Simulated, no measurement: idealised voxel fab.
The document below concerns the process module designated voxel self aligned vias.
Square cell edge 5 nm, section width 240 nm, ID cut.
Square cells in a grid make up a cross-section in this document, and the grid is given as bands, listed from the top down, each one or more rows of cells. Band: top and bottom heights (nm) first, top before bottom; then materials from left to right, widths in nm. "throughout" marks a sole material filling the band edge to edge. "empty" denotes empty space. Zero point of the height axis is 0; under it, received wafer = one material. Lowest band: continues down indefinitely, "top 0, no bottom". Note: "30..40" means the width goes from the first number (top row of the band) to the second number (bottom row) in equal steps per row of cells. "no modification", as given for a step, is the statement that not any cell of the cross-section underwent a change during that step. In "Enclosed cavity list" the enclosed voids are listed, meaning empty spaces of 8 cells or larger without any opening to the top. The form is width x height at distance, distance from the left edge, units nm. after a step's settings: what the simulator itself notes on the step. The line of a step may include "overlay nm". On a step with a mask, this value is how far to the right of its planned place the mask lay. A negative value means the mask lay to the left.

Process steps - plan:
- 1: op RECEIVE | material Si
- 2: op CONFORMAL_DEP | material SiO2 | thk nm 15
- 3: op CONFORMAL_DEP | material SiCN | thk nm 5
- 4: op DIRECTIONAL_DEP | material SiO2 | thk nm 25
- 5: op MASKED_ETCH | tone open | mask id LINES | width nm 30 | pitch nm 55 | etch materials SiO2 | depth nm 25 | overlay nm 0
- 6: op CONFORMAL_DEP | material TiN | thk nm 5
- 7: op FILL_DEP | material W | thk nm 10
- 8: op CMP | height nm 45
- 9: op SELECTIVE_ETCH | etch materials W Ru TiN | depth nm 5
- 10: op FILL_DEP | material SiN | thk nm 10
- 11: op CMP | height nm 45
- 12: op DIRECTIONAL_DEP | material SiO2 | thk nm 20
- 13: op MASKED_ETCH | tone open | mask id VIAS | width nm 40 | pitch nm 55 | etch materials SiO2 | depth nm 20 | overlay nm 0
- 14: op MASKED_ETCH | tone open | mask id VIAS | width nm 40 | pitch nm 55 | etch materials SiN | depth nm 5 | overlay nm 0
- 15: op CONFORMAL_DEP | material TiN | thk nm 5
- 16: op FILL_DEP | material W | thk nm 10
- 17: op CMP | height nm 65
- 18: op CONFORMAL_DEP | material SiCN | thk nm 5

The cross-section here shows the wafer as received, i.e. in its state after step 1:
  top 0, no bottom  Si throughout
  Enclosed cavity list: none

Wafer cross-section at module end: first of two, run to plan:
  top 70, bottom 65  SiCN throughout
  top 65, bottom 50  70 nm SiO2  5 nm TiN  30 nm W  5 nm TiN  15 nm SiO2  5 nm TiN  30 nm W  5 nm TiN  75 nm SiO2
  top 50, bottom 45  70 nm SiO2  10 nm TiN  20 nm W  10 nm TiN  15 nm SiO2  10 nm TiN  20 nm W  10 nm TiN  75 nm SiO2
  top 45, bottom 40  75 nm SiO2  30 nm TiN  25 nm SiO2  30 nm TiN  80 nm SiO2
  top 40, bottom 25  75 nm SiO2  5 nm TiN  20 nm W  5 nm TiN  25 nm SiO2  5 nm TiN  20 nm W  5 nm TiN  80 nm SiO2
  top 25, bottom 20  75 nm SiO2  30 nm TiN  25 nm SiO2  30 nm TiN  80 nm SiO2
  top 20, bottom 15  SiCN throughout
  top 15, bottom 0  SiO2 throughout
  top 0, no bottom  Si throughout
  Enclosed cavity list: none

Second wafer of the two, sectioned at the end of the module. It began like the first and followed the same plan, but one mistake was made while running it:
  top 70, bottom 65  SiCN throughout
  top 65, bottom 50  70 nm SiO2  5 nm TiN  30 nm W  5 nm TiN  15 nm SiO2  5 nm TiN  30 nm W  5 nm TiN  75 nm SiO2
  top 50, bottom 45  70 nm SiO2  10 nm TiN  20 nm W  10 nm TiN  15 nm SiO2  10 nm TiN  20 nm W  10 nm TiN  75 nm SiO2
  top 45, bottom 40  75 nm SiO2  30 nm TiN  25 nm SiO2  30 nm TiN  80 nm SiO2
  top 40, bottom 25  75 nm SiO2  5 nm TiN  20 nm W  5 nm TiN  25 nm SiO2  5 nm TiN  20 nm W  5 nm TiN  80 nm SiO2
  top 25, bottom 20  75 nm SiO2  30 nm TiN  25 nm SiO2  30 nm TiN  80 nm SiO2
  top 20, bottom 5  SiO2 throughout
  top 5, bottom 0  SiCN throughout
  top 0, no bottom  Si throughout
  Enclosed cavity list: none
Diagnosis: step 3 occupied the plan position of step 2, and the converse holds as well
End check, second vs first wafer: material counts in cells match, positions do not.
